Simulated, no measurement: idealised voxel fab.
Process module, titled voxel transistor to metal
The width of the displayed cross-section, cut, is 175 nm; its cells are square, with a size of 5 nm.
Reading order for cross-sections: top band down to bottom band. Underlying form: a grid of square cells. Band size: one or more rows of cells.
A band entry consists of two parts. The first gives the height of the band's top and the height of its bottom, in nm. The rest lists the band's materials from left to right, each with its width in nm. A single material labelled with the word "all across" fills the band from edge to edge, and the word "blank" marks empty space.
Zero point of the height axis is 0; under it, received wafer = one material. Lowest band: continues down indefinitely, "top 0, no bottom".
A width such as "30->40" changes by the same amount from each row of cells to the next, from the band's top row to its bottom row.
It should be understood that the words "nothing different", when stated for a given step, signify that the cross-section underwent no change in any of its cells during that step.
Closed void entries: empty space of 8 cells or more with no open way to the top, each as width x height at its distance from the left edge, in nm
The remark found on a step's line after its settings is issued by the simulator itself and pertains to that step.
overlay nm: right-of-plan distance of the mask on a masked step; negative values mean left-of-plan.
-- Set out below are the planned steps of the process
1. RECEIVE with material Si
2. OXIDIZE with depth nm 5
3. CONFORMAL_DEP with material SiN, thk nm 15
4. MASKED_ETCH with tone cover, mask id ACTIVE, width nm 125, etch materials SiN, depth nm 15, overlay nm 0
5. MASKED_ETCH with tone cover, mask id ACTIVE, width nm 125, etch materials SiO2, depth nm 5, overlay nm 0
6. MASKED_ETCH with tone cover, mask id ACTIVE, width nm 125, etch materials Si, depth nm 20, overlay nm 0
7. OXIDIZE with depth nm 5
8. FILL_DEP with material SiO2, thk nm 5
9. CMP with height nm 15
10. SELECTIVE_ETCH with etch materials SiO2, depth nm 10
11. STRIP with etch materials SiN
12. SELECTIVE_ETCH with etch materials SiO2, depth nm 5
13. OXIDIZE with depth nm 5
14. DIRECTIONAL_DEP with material polySi, thk nm 30
15. DIRECTIONAL_DEP with material SiCN, thk nm 15
16. MASKED_ETCH with tone cover, mask id GATE, width nm 25, etch materials SiCN, depth nm 25, overlay nm 0
17. MASKED_ETCH with tone cover, mask id GATE, width nm 25, etch materials polySi, depth nm 40, overlay nm 0
18. CONFORMAL_DEP with material SiN, thk nm 5
19. DIRECTIONAL_ETCH with etch materials SiN, depth nm 5
20. DIRECTIONAL_ETCH with etch materials SiO2, depth nm 5
21. DIRECTIONAL_ETCH with etch materials Si, depth nm 10
22. EPI with material nSi, thk nm 15
23. FILL_DEP with material SiO2, thk nm 5
24. CMP with height nm 25
25. STRIP with etch materials polySi
26. SELECTIVE_ETCH with etch materials SiO2, depth nm 5
27. CONFORMAL_DEP with material HfO2, thk nm 5
28. CONFORMAL_DEP with material TiN, thk nm 5
29. FILL_DEP with material W, thk nm 5
30. CMP with height nm 20
31. DIRECTIONAL_DEP with material SiO2, thk nm 15
32. DIRECTIONAL_DEP with material aC, thk nm 10
33. PATTERN with tone open, mask id CONTACT, material resist, width nm 20, pitch nm 85, thk nm 30, overlay nm 0
34. DIRECTIONAL_ETCH with etch materials aC, depth nm 10
35. STRIP with etch materials resist
36. DIRECTIONAL_ETCH with etch materials SiO2, depth nm 40
37. STRIP with etch materials aC
38. CONFORMAL_DEP with material TiN, thk nm 5
39. FILL_DEP with material W, thk nm 5
40. CMP with height nm 35
41. DIRECTIONAL_DEP with material TiN, thk nm 5
42. DIRECTIONAL_DEP with material Ru, thk nm 15
43. MASKED_ETCH with tone cover, mask id METAL_1, width nm 20, pitch nm 85, etch materials Ru, depth nm 15, overlay nm 0
44. MASKED_ETCH with tone cover, mask id METAL_1, width nm 20, pitch nm 85, etch materials TiN, depth nm 5, overlay nm 0
45. FILL_DEP with material SiO2, thk nm 10
46. CMP with height nm 55
47. CONFORMAL_DEP with material SiCN, thk nm 5
48. DIRECTIONAL_DEP with material SiO2, thk nm 25
49. MASKED_ETCH with tone open, mask id METAL_2_HOLES, width nm 15, pitch nm 85, etch materials SiO2, depth nm 25, overlay nm 0
50. DIRECTIONAL_DEP with material aC, thk nm 15
51. PATTERN with tone open, mask id METAL_2, material resist, width nm 20, pitch nm 85, thk nm 35, overlay nm 0
52. DIRECTIONAL_ETCH with etch materials aC, depth nm 15
53. STRIP with etch materials resist
54. DIRECTIONAL_ETCH with etch materials SiO2, depth nm 15
55. DIRECTIONAL_ETCH with etch materials SiCN, depth nm 5
56. STRIP with etch materials aC
57. CONFORMAL_DEP with material TiN, thk nm 5
58. FILL_DEP with material Ru, thk nm 5
59. CMP with height nm 85
60. CONFORMAL_DEP with material SiCN, thk nm 5
-- Concerning the first of two wafers, which was run in accordance with the plan
-- As-received wafer cross-section (after step 1)
* top 0, no bottom: Si all across
* Closed void entries: none
-- You're looking at a cross-section of the wafer after step 2
* top 0, bottom -5: SiO2 all across
* Beneath the level -5, the cross-section is identical to its previous state.
-- You're looking at a cross-section of the wafer after step 3
* top 15, bottom 0: SiN all across
* Beneath the level 0, the cross-section is identical to its previous state.
-- You're looking at a cross-section of the wafer after step 4
* top 15, bottom 0: blank (25); SiN (125); blank (25)
* Beneath the level 0, the cross-section is identical to its previous state.
-- You're looking at a cross-section of the wafer after step 5
* top 15, bottom 0: blank (25); SiN (125); blank (25)
* top 0, bottom -5: blank (25); SiO2 (125); blank (25)
* Beneath the level -5, the cross-section is identical to its previous state.
-- You're looking at a cross-section of the wafer after step 6
* top 15, bottom 0: blank (25); SiN (125); blank (25)
* top 0, bottom -5: blank (25); SiO2 (125); blank (25)
* top -5, bottom -25: blank (25); Si (125); blank (25)
* Beneath the level -25, the cross-section is identical to its previous state.
-- You're looking at a cross-section of the wafer after step 7
* top 15, bottom 0: blank (25); SiN (125); blank (25)
* top 0, bottom -5: blank (25); SiO2 (125); blank (25)
* top -5, bottom -25: blank (25); SiO2 (5); Si (115); SiO2 (5); blank (25)
* top -25, bottom -30: SiO2 (30); Si (115); SiO2 (30)
* Beneath the level -30, the cross-section is identical to its previous state.
-- You're looking at a cross-section of the wafer after step 8
* top 20, bottom 15: SiO2 all across
* top 15, bottom 0: SiO2 (25); SiN (125); SiO2 (25)
* top 0, bottom -5: SiO2 all across
* top -5, bottom -30: SiO2 (30); Si (115); SiO2 (30)
* Beneath the level -30, the cross-section is identical to its previous state.
-- You're looking at a cross-section of the wafer after step 9
* top 15, bottom 0: SiO2 (25); SiN (125); SiO2 (25)
* Beneath the level 0, the cross-section is identical to its previous state.
-- You're looking at a cross-section of the wafer after step 10
* top 15, bottom 5: blank (25); SiN (125); blank (25)
* Beneath the level 5, the cross-section is identical to its previous state.
-- You're looking at a cross-section of the wafer after step 11
* top 5, bottom 0: SiO2 (25); blank (125); SiO2 (25)
* Beneath the level 0, the cross-section is identical to its previous state.
-- You're looking at a cross-section of the wafer after step 12
* top 0, bottom -5: SiO2 (20); blank (135); SiO2 (20)
* Beneath the level -5, the cross-section is identical to its previous state.
-- You're looking at a cross-section of the wafer after step 13
* top 0, bottom -5: SiO2 (20); blank (135); SiO2 (20)
* top -5, bottom -10: SiO2 all across
* Beneath the level -10, the cross-section is identical to its previous state.
-- You're looking at a cross-section of the wafer after step 14
* top 30, bottom 25: polySi (20); blank (135); polySi (20)
* top 25, bottom 0: polySi all across
* top 0, bottom -5: SiO2 (20); polySi (135); SiO2 (20)
* Beneath the level -5, the cross-section is identical to its previous state.
-- You're looking at a cross-section of the wafer after step 15
* top 45, bottom 40: SiCN (20); blank (135); SiCN (20)
* top 40, bottom 30: SiCN all across
* top 30, bottom 25: polySi (20); SiCN (135); polySi (20)
* Beneath the level 25, the cross-section is identical to its previous state.
-- You're looking at a cross-section of the wafer after step 16
* top 40, bottom 30: blank (75); SiCN (25); blank (75)
* top 30, bottom 25: polySi (20); blank (55); SiCN (25); blank (55); polySi (20)
* Beneath the level 25, the cross-section is identical to its previous state.
-- You're looking at a cross-section of the wafer after step 17
* top 40, bottom 25: blank (75); SiCN (25); blank (75)
* top 25, bottom 0: blank (75); polySi (25); blank (75)
* top 0, bottom -5: SiO2 (20); blank (55); polySi (25); blank (55); SiO2 (20)
* Beneath the level -5, the cross-section is identical to its previous state.
-- You're looking at a cross-section of the wafer after step 18
* top 45, bottom 40: blank (70); SiN (35); blank (70)
* top 40, bottom 25: blank (70); SiN (5); SiCN (25); SiN (5); blank (70)
* top 25, bottom 5: blank (70); SiN (5); polySi (25); SiN (5); blank (70)
* top 5, bottom 0: SiN (25); blank (45); SiN (5); polySi (25); SiN (5); blank (45); SiN (25)
* top 0, bottom -5: SiO2 (20); SiN (55); polySi (25); SiN (55); SiO2 (20)
* Beneath the level -5, the cross-section is identical to its previous state.
-- You're looking at a cross-section of the wafer after step 19
* top 40, bottom 25: blank (70); SiN (5); SiCN (25); SiN (5); blank (70)
* top 25, bottom 0: blank (70); SiN (5); polySi (25); SiN (5); blank (70)
* top 0, bottom -5: SiO2 (20); SiN (5); blank (45); SiN (5); polySi (25); SiN (5); blank (45); SiN (5); SiO2 (20)
* Beneath the level -5, the cross-section is identical to its previous state.
-- You're looking at a cross-section of the wafer after step 20
* top 40, bottom 25: blank (70); SiN (5); SiCN (25); SiN (5); blank (70)
* top 25, bottom 0: blank (70); SiN (5); polySi (25); SiN (5); blank (70)
* top 0, bottom -5: blank (20); SiN (5); blank (45); SiN (5); polySi (25); SiN (5); blank (45); SiN (5); blank (20)
* top -5, bottom -10: SiO2 (25); blank (45); SiO2 (35); blank (45); SiO2 (25)
* Beneath the level -10, the cross-section is identical to its previous state.
-- You're looking at a cross-section of the wafer after step 21
* top 40, bottom 25: blank (70); SiN (5); SiCN (25); SiN (5); blank (70)
* top 25, bottom 0: blank (70); SiN (5); polySi (25); SiN (5); blank (70)
* top 0, bottom -5: blank (20); SiN (5); blank (45); SiN (5); polySi (25); SiN (5); blank (45); SiN (5); blank (20)
* top -5, bottom -10: SiO2 (25); blank (45); SiO2 (35); blank (45); SiO2 (25)
* top -10, bottom -20: SiO2 (30); blank (40); Si (35); blank (40); SiO2 (30)
* Beneath the level -20, the cross-section is identical to its previous state.
-- You're looking at a cross-section of the wafer after step 22
* top 40, bottom 25: blank (70); SiN (5); SiCN (25); SiN (5); blank (70)
* top 25, bottom 5: blank (70); SiN (5); polySi (25); SiN (5); blank (70)
* top 5, bottom 0: blank (55); nSi (15); SiN (5); polySi (25); SiN (5); nSi (15); blank (55)
* top 0, bottom -5: blank (20); SiN (5); blank (30); nSi (15); SiN (5); polySi (25); SiN (5); nSi (15); blank (30); SiN (5); blank (20)
* top -5, bottom -10: SiO2 (25); nSi (45); SiO2 (35); nSi (45); SiO2 (25)
* top -10, bottom -20: SiO2 (30); nSi (40); Si (35); nSi (40); SiO2 (30)
* Beneath the level -20, the cross-section is identical to its previous state.
-- You're looking at a cross-section of the wafer after step 23
* top 45, bottom 40: SiO2 all across
* top 40, bottom 25: SiO2 (70); SiN (5); SiCN (25); SiN (5); SiO2 (70)
* top 25, bottom 5: SiO2 (70); SiN (5); polySi (25); SiN (5); SiO2 (70)
* top 5, bottom 0: SiO2 (55); nSi (15); SiN (5); polySi (25); SiN (5); nSi (15); SiO2 (55)
* top 0, bottom -5: SiO2 (20); SiN (5); SiO2 (30); nSi (15); SiN (5); polySi (25); SiN (5); nSi (15); SiO2 (30); SiN (5); SiO2 (20)
* Beneath the level -5, the cross-section is identical to its previous state.
-- You're looking at a cross-section of the wafer after step 24
* top 25, bottom 5: SiO2 (70); SiN (5); polySi (25); SiN (5); SiO2 (70)
* Beneath the level 5, the cross-section is identical to its previous state.
-- You're looking at a cross-section of the wafer after step 25
* top 25, bottom 5: SiO2 (70); SiN (5); blank (25); SiN (5); SiO2 (70)
* top 5, bottom 0: SiO2 (55); nSi (15); SiN (5); blank (25); SiN (5); nSi (15); SiO2 (55)
* top 0, bottom -5: SiO2 (20); SiN (5); SiO2 (30); nSi (15); SiN (5); blank (25); SiN (5); nSi (15); SiO2 (30); SiN (5); SiO2 (20)
* Beneath the level -5, the cross-section is identical to its previous state.
-- You're looking at a cross-section of the wafer after step 26
* top 25, bottom 20: blank (70); SiN (5); blank (25); SiN (5); blank (70)
* top 20, bottom 5: SiO2 (70); SiN (5); blank (25); SiN (5); SiO2 (70)
* top 5, bottom 0: SiO2 (55); nSi (15); SiN (5); blank (25); SiN (5); nSi (15); SiO2 (55)
* top 0, bottom -5: SiO2 (20); SiN (5); SiO2 (30); nSi (15); SiN (5); blank (25); SiN (5); nSi (15); SiO2 (30); SiN (5); SiO2 (20)
* top -5, bottom -10: SiO2 (25); nSi (45); blank (35); nSi (45); SiO2 (25)
* Beneath the level -10, the cross-section is identical to its previous state.
-- You're looking at a cross-section of the wafer after step 27
* top 30, bottom 25: blank (65); HfO2 (15); blank (15); HfO2 (15); blank (65)
* top 25, bottom 20: HfO2 (70); SiN (5); HfO2 (5); blank (15); HfO2 (5); SiN (5); HfO2 (70)
* top 20, bottom 5: SiO2 (70); SiN (5); HfO2 (5); blank (15); HfO2 (5); SiN (5); SiO2 (70)
* top 5, bottom 0: SiO2 (55); nSi (15); SiN (5); HfO2 (5); blank (15); HfO2 (5); SiN (5); nSi (15); SiO2 (55)
* top 0, bottom -5: SiO2 (20); SiN (5); SiO2 (30); nSi (15); SiN (5); HfO2 (5); blank (15); HfO2 (5); SiN (5); nSi (15); SiO2 (30); SiN (5); SiO2 (20)
* top -5, bottom -10: SiO2 (25); nSi (45); HfO2 (35); nSi (45); SiO2 (25)
* Beneath the level -10, the cross-section is identical to its previous state.
-- You're looking at a cross-section of the wafer after step 28
* top 35, bottom 30: blank (60); TiN (25); blank (5); TiN (25); blank (60)
* top 30, bottom 25: TiN (65); HfO2 (15); TiN (5); blank (5); TiN (5); HfO2 (15); TiN (65)
* top 25, bottom 20: HfO2 (70); SiN (5); HfO2 (5); TiN (5); blank (5); TiN (5); HfO2 (5); SiN (5); HfO2 (70)
* top 20, bottom 5: SiO2 (70); SiN (5); HfO2 (5); TiN (5); blank (5); TiN (5); HfO2 (5); SiN (5); SiO2 (70)
* top 5, bottom 0: SiO2 (55); nSi (15); SiN (5); HfO2 (5); TiN (5); blank (5); TiN (5); HfO2 (5); SiN (5); nSi (15); SiO2 (55)
* top 0, bottom -5: SiO2 (20); SiN (5); SiO2 (30); nSi (15); SiN (5); HfO2 (5); TiN (15); HfO2 (5); SiN (5); nSi (15); SiO2 (30); SiN (5); SiO2 (20)
* Beneath the level -5, the cross-section is identical to its previous state.
-- You're looking at a cross-section of the wafer after step 29
* top 40, bottom 35: W all across
* top 35, bottom 30: W (60); TiN (25); W (5); TiN (25); W (60)
* top 30, bottom 25: TiN (65); HfO2 (15); TiN (5); W (5); TiN (5); HfO2 (15); TiN (65)
* top 25, bottom 20: HfO2 (70); SiN (5); HfO2 (5); TiN (5); W (5); TiN (5); HfO2 (5); SiN (5); HfO2 (70)
* top 20, bottom 5: SiO2 (70); SiN (5); HfO2 (5); TiN (5); W (5); TiN (5); HfO2 (5); SiN (5); SiO2 (70)
* top 5, bottom 0: SiO2 (55); nSi (15); SiN (5); HfO2 (5); TiN (5); W (5); TiN (5); HfO2 (5); SiN (5); nSi (15); SiO2 (55)
* Beneath the level 0, the cross-section is identical to its previous state.
-- You're looking at a cross-section of the wafer after step 30
* top 20, bottom 5: SiO2 (70); SiN (5); HfO2 (5); TiN (5); W (5); TiN (5); HfO2 (5); SiN (5); SiO2 (70)
* Beneath the level 5, the cross-section is identical to its previous state.
-- You're looking at a cross-section of the wafer after step 31
* top 35, bottom 20: SiO2 all across
* Beneath the level 20, the cross-section is identical to its previous state.
-- You're looking at a cross-section of the wafer after step 32
* top 45, bottom 35: aC all across
* Beneath the level 35, the cross-section is identical to its previous state.
-- You're looking at a cross-section of the wafer after step 33
* top 75, bottom 45: resist (35); blank (20); resist (65); blank (20); resist (35)
* Beneath the level 45, the cross-section is identical to its previous state.
-- You're looking at a cross-section of the wafer after step 34
* top 65, bottom 45: resist (35); blank (20); resist (65); blank (20); resist (35)
* top 45, bottom 35: aC (35); blank (20); aC (65); blank (20); aC (35)
* Beneath the level 35, the cross-section is identical to its previous state.
-- You're looking at a cross-section of the wafer after step 35
* top 45, bottom 35: aC (35); blank (20); aC (65); blank (20); aC (35)
* Beneath the level 35, the cross-section is identical to its previous state.
-- You're looking at a cross-section of the wafer after step 36
* top 45, bottom 35: aC (35); blank (20); aC (65); blank (20); aC (35)
* top 35, bottom 20: SiO2 (35); blank (20); SiO2 (65); blank (20); SiO2 (35)
* top 20, bottom 5: SiO2 (35); blank (20); SiO2 (15); SiN (5); HfO2 (5); TiN (5); W (5); TiN (5); HfO2 (5); SiN (5); SiO2 (15); blank (20); SiO2 (35)
* top 5, bottom 0: SiO2 (35); blank (20); nSi (15); SiN (5); HfO2 (5); TiN (5); W (5); TiN (5); HfO2 (5); SiN (5); nSi (15); blank (20); SiO2 (35)
* top 0, bottom -5: SiO2 (20); SiN (5); SiO2 (10); blank (20); nSi (15); SiN (5); HfO2 (5); TiN (15); HfO2 (5); SiN (5); nSi (15); blank (20); SiO2 (10); SiN (5); SiO2 (20)
* Beneath the level -5, the cross-section is identical to its previous state.
-- You're looking at a cross-section of the wafer after step 37
* top 35, bottom 20: SiO2 (35); blank (20); SiO2 (65); blank (20); SiO2 (35)
* Beneath the level 20, the cross-section is identical to its previous state.
-- You're looking at a cross-section of the wafer after step 38
* top 40, bottom 35: TiN (40); blank (10); TiN (75); blank (10); TiN (40)
* top 35, bottom 20: SiO2 (35); TiN (5); blank (10); TiN (5); SiO2 (65); TiN (5); blank (10); TiN (5); SiO2 (35)
* top 20, bottom 5: SiO2 (35); TiN (5); blank (10); TiN (5); SiO2 (15); SiN (5); HfO2 (5); TiN (5); W (5); TiN (5); HfO2 (5); SiN (5); SiO2 (15); TiN (5); blank (10); TiN (5); SiO2 (35)
* top 5, bottom 0: SiO2 (35); TiN (5); blank (10); TiN (5); nSi (15); SiN (5); HfO2 (5); TiN (5); W (5); TiN (5); HfO2 (5); SiN (5); nSi (15); TiN (5); blank (10); TiN (5); SiO2 (35)
* top 0, bottom -5: SiO2 (20); SiN (5); SiO2 (10); TiN (20); nSi (15); SiN (5); HfO2 (5); TiN (15); HfO2 (5); SiN (5); nSi (15); TiN (20); SiO2 (10); SiN (5); SiO2 (20)
* Beneath the level -5, the cross-section is identical to its previous state.
-- You're looking at a cross-section of the wafer after step 39
* top 45, bottom 40: W all across
* top 40, bottom 35: TiN (40); W (10); TiN (75); W (10); TiN (40)
* top 35, bottom 20: SiO2 (35); TiN (5); W (10); TiN (5); SiO2 (65); TiN (5); W (10); TiN (5); SiO2 (35)
* top 20, bottom 5: SiO2 (35); TiN (5); W (10); TiN (5); SiO2 (15); SiN (5); HfO2 (5); TiN (5); W (5); TiN (5); HfO2 (5); SiN (5); SiO2 (15); TiN (5); W (10); TiN (5); SiO2 (35)
* top 5, bottom 0: SiO2 (35); TiN (5); W (10); TiN (5); nSi (15); SiN (5); HfO2 (5); TiN (5); W (5); TiN (5); HfO2 (5); SiN (5); nSi (15); TiN (5); W (10); TiN (5); SiO2 (35)
* Beneath the level 0, the cross-section is identical to its previous state.
-- You're looking at a cross-section of the wafer after step 40
* top 35, bottom 20: SiO2 (35); TiN (5); W (10); TiN (5); SiO2 (65); TiN (5); W (10); TiN (5); SiO2 (35)
* Beneath the level 20, the cross-section is identical to its previous state.
-- You're looking at a cross-section of the wafer after step 41
* top 40, bottom 35: TiN all across
* Beneath the level 35, the cross-section is identical to its previous state.
-- You're looking at a cross-section of the wafer after step 42
* top 55, bottom 40: Ru all across
* Beneath the level 40, the cross-section is identical to its previous state.
-- You're looking at a cross-section of the wafer after step 43
* top 55, bottom 40: blank (35); Ru (20); blank (65); Ru (20); blank (35)
* Beneath the level 40, the cross-section is identical to its previous state.
-- You're looking at a cross-section of the wafer after step 44
* top 55, bottom 40: blank (35); Ru (20); blank (65); Ru (20); blank (35)
* top 40, bottom 35: blank (35); TiN (20); blank (65); TiN (20); blank (35)
* Beneath the level 35, the cross-section is identical to its previous state.
-- You're looking at a cross-section of the wafer after step 45
* top 65, bottom 55: SiO2 all across
* top 55, bottom 40: SiO2 (35); Ru (20); SiO2 (65); Ru (20); SiO2 (35)
* top 40, bottom 35: SiO2 (35); TiN (20); SiO2 (65); TiN (20); SiO2 (35)
* Beneath the level 35, the cross-section is identical to its previous state.
-- You're looking at a cross-section of the wafer after step 46
* top 55, bottom 40: SiO2 (35); Ru (20); SiO2 (65); Ru (20); SiO2 (35)
* Beneath the level 40, the cross-section is identical to its previous state.
-- You're looking at a cross-section of the wafer after step 47
* top 60, bottom 55: SiCN all across
* Beneath the level 55, the cross-section is identical to its previous state.
-- You're looking at a cross-section of the wafer after step 48
* top 85, bottom 60: SiO2 all across
* Beneath the level 60, the cross-section is identical to its previous state.
-- You're looking at a cross-section of the wafer after step 49
* top 85, bottom 60: SiO2 (35); blank (15); SiO2 (70); blank (15); SiO2 (40)
* Beneath the level 60, the cross-section is identical to its previous state.
-- You're looking at a cross-section of the wafer after step 50
* top 100, bottom 85: aC (35); blank (15); aC (70); blank (15); aC (40)
* top 85, bottom 75: SiO2 (35); blank (15); SiO2 (70); blank (15); SiO2 (40)
* top 75, bottom 60: SiO2 (35); aC (15); SiO2 (70); aC (15); SiO2 (40)
* Beneath the level 60, the cross-section is identical to its previous state.
-- You're looking at a cross-section of the wafer after step 51
* top 135, bottom 100: resist (35); blank (20); resist (65); blank (20); resist (35)
* Beneath the level 100, the cross-section is identical to its previous state.
-- You're looking at a cross-section of the wafer after step 52
* top 120, bottom 100: resist (35); blank (20); resist (65); blank (20); resist (35)
* top 100, bottom 85: aC (35); blank (20); aC (65); blank (20); aC (35)
* top 85, bottom 60: SiO2 (35); blank (15); SiO2 (70); blank (15); SiO2 (40)
* Beneath the level 60, the cross-section is identical to its previous state.
-- You're looking at a cross-section of the wafer after step 53
* top 100, bottom 85: aC (35); blank (20); aC (65); blank (20); aC (35)
* Beneath the level 85, the cross-section is identical to its previous state.
-- You're looking at a cross-section of the wafer after step 54
* top 100, bottom 85: aC (35); blank (20); aC (65); blank (20); aC (35)
* top 85, bottom 70: SiO2 (35); blank (20); SiO2 (65); blank (20); SiO2 (35)
* Beneath the level 70, the cross-section is identical to its previous state.
-- You're looking at a cross-section of the wafer after step 55
* top 100, bottom 85: aC (35); blank (20); aC (65); blank (20); aC (35)
* top 85, bottom 70: SiO2 (35); blank (20); SiO2 (65); blank (20); SiO2 (35)
* top 70, bottom 60: SiO2 (35); blank (15); SiO2 (70); blank (15); SiO2 (40)
* top 60, bottom 55: SiCN (35); blank (15); SiCN (70); blank (15); SiCN (40)
* Beneath the level 55, the cross-section is identical to its previous state.
-- You're looking at a cross-section of the wafer after step 56
* top 85, bottom 70: SiO2 (35); blank (20); SiO2 (65); blank (20); SiO2 (35)
* Beneath the level 70, the cross-section is identical to its previous state.
-- You're looking at a cross-section of the wafer after step 57
* top 90, bottom 85: TiN (40); blank (10); TiN (75); blank (10); TiN (40)
* top 85, bottom 75: SiO2 (35); TiN (5); blank (10); TiN (5); SiO2 (65); TiN (5); blank (10); TiN (5); SiO2 (35)
* top 75, bottom 70: SiO2 (35); TiN (5); blank (5); TiN (10); SiO2 (65); TiN (5); blank (5); TiN (10); SiO2 (35)
* top 70, bottom 60: SiO2 (35); TiN (5); blank (5); TiN (5); SiO2 (70); TiN (5); blank (5); TiN (5); SiO2 (40)
* top 60, bottom 55: SiCN (35); TiN (15); SiCN (70); TiN (15); SiCN (40)
* Beneath the level 55, the cross-section is identical to its previous state.
-- You're looking at a cross-section of the wafer after step 58
* top 95, bottom 90: Ru all across
* top 90, bottom 85: TiN (40); Ru (10); TiN (75); Ru (10); TiN (40)
* top 85, bottom 75: SiO2 (35); TiN (5); Ru (10); TiN (5); SiO2 (65); TiN (5); Ru (10); TiN (5); SiO2 (35)
* top 75, bottom 70: SiO2 (35); TiN (5); Ru (5); TiN (10); SiO2 (65); TiN (5); Ru (5); TiN (10); SiO2 (35)
* top 70, bottom 60: SiO2 (35); TiN (5); Ru (5); TiN (5); SiO2 (70); TiN (5); Ru (5); TiN (5); SiO2 (40)
* Beneath the level 60, the cross-section is identical to its previous state.
-- You're looking at a cross-section of the wafer after step 59
* top 85, bottom 75: SiO2 (35); TiN (5); Ru (10); TiN (5); SiO2 (65); TiN (5); Ru (10); TiN (5); SiO2 (35)
* Beneath the level 75, the cross-section is identical to its previous state.
-- You're looking at a cross-section of the wafer after step 60
* top 90, bottom 85: SiCN all across
* Beneath the level 85, the cross-section is identical to its previous state.
-- For the second wafer, take the first wafer's start and plan, then add one mistake made in running it; everything through step 54, that step included, is shared with the first
-- Second wafer at the planned finish of step 55, seen in cross-section
* top 100, bottom 85: aC (35); blank (20); aC (65); blank (20); aC (35)
* top 85, bottom 65: SiO2 (35); blank (20); SiO2 (65); blank (20); SiO2 (35)
* Beneath the level 65, the cross-section is identical to its previous state.
-- Second wafer at the planned finish of step 56, seen in cross-section
* top 85, bottom 65: SiO2 (35); blank (20); SiO2 (65); blank (20); SiO2 (35)
* Beneath the level 65, the cross-section is identical to its previous state.
-- Second wafer at the planned finish of step 57, seen in cross-section
* top 90, bottom 85: TiN (40); blank (10); TiN (75); blank (10); TiN (40)
* top 85, bottom 70: SiO2 (35); TiN (5); blank (10); TiN (5); SiO2 (65); TiN (5); blank (10); TiN (5); SiO2 (35)
* top 70, bottom 65: SiO2 (35); TiN (5); blank (5); TiN (10); SiO2 (65); TiN (5); blank (5); TiN (10); SiO2 (35)
* top 65, bottom 60: SiO2 (35); TiN (15); SiO2 (70); TiN (15); SiO2 (40)
* Beneath the level 60, the cross-section is identical to its previous state.
-- Second wafer at the planned finish of step 58, seen in cross-section
* top 95, bottom 90: Ru all across
* top 90, bottom 85: TiN (40); Ru (10); TiN (75); Ru (10); TiN (40)
* top 85, bottom 70: SiO2 (35); TiN (5); Ru (10); TiN (5); SiO2 (65); TiN (5); Ru (10); TiN (5); SiO2 (35)
* top 70, bottom 65: SiO2 (35); TiN (5); Ru (5); TiN (10); SiO2 (65); TiN (5); Ru (5); TiN (10); SiO2 (35)
* Beneath the level 65, the cross-section is identical to its previous state.
-- Second wafer at the planned finish of step 59, seen in cross-section
* top 85, bottom 70: SiO2 (35); TiN (5); Ru (10); TiN (5); SiO2 (65); TiN (5); Ru (10); TiN (5); SiO2 (35)
* Beneath the level 70, the cross-section is identical to its previous state.
-- Second wafer at the planned finish of step 60, seen in cross-section
* top 90, bottom 85: SiCN all across
* Beneath the level 85, the cross-section is identical to its previous state.
what went wrong: contrary to plan, step 55 was performed as DIRECTIONAL_ETCH with etch materials SiO2, depth nm 5
Final comparison by cell count, materials where the second wafer has more or fewer than the first: +6 SiCN; -2 SiO2; -4 TiN
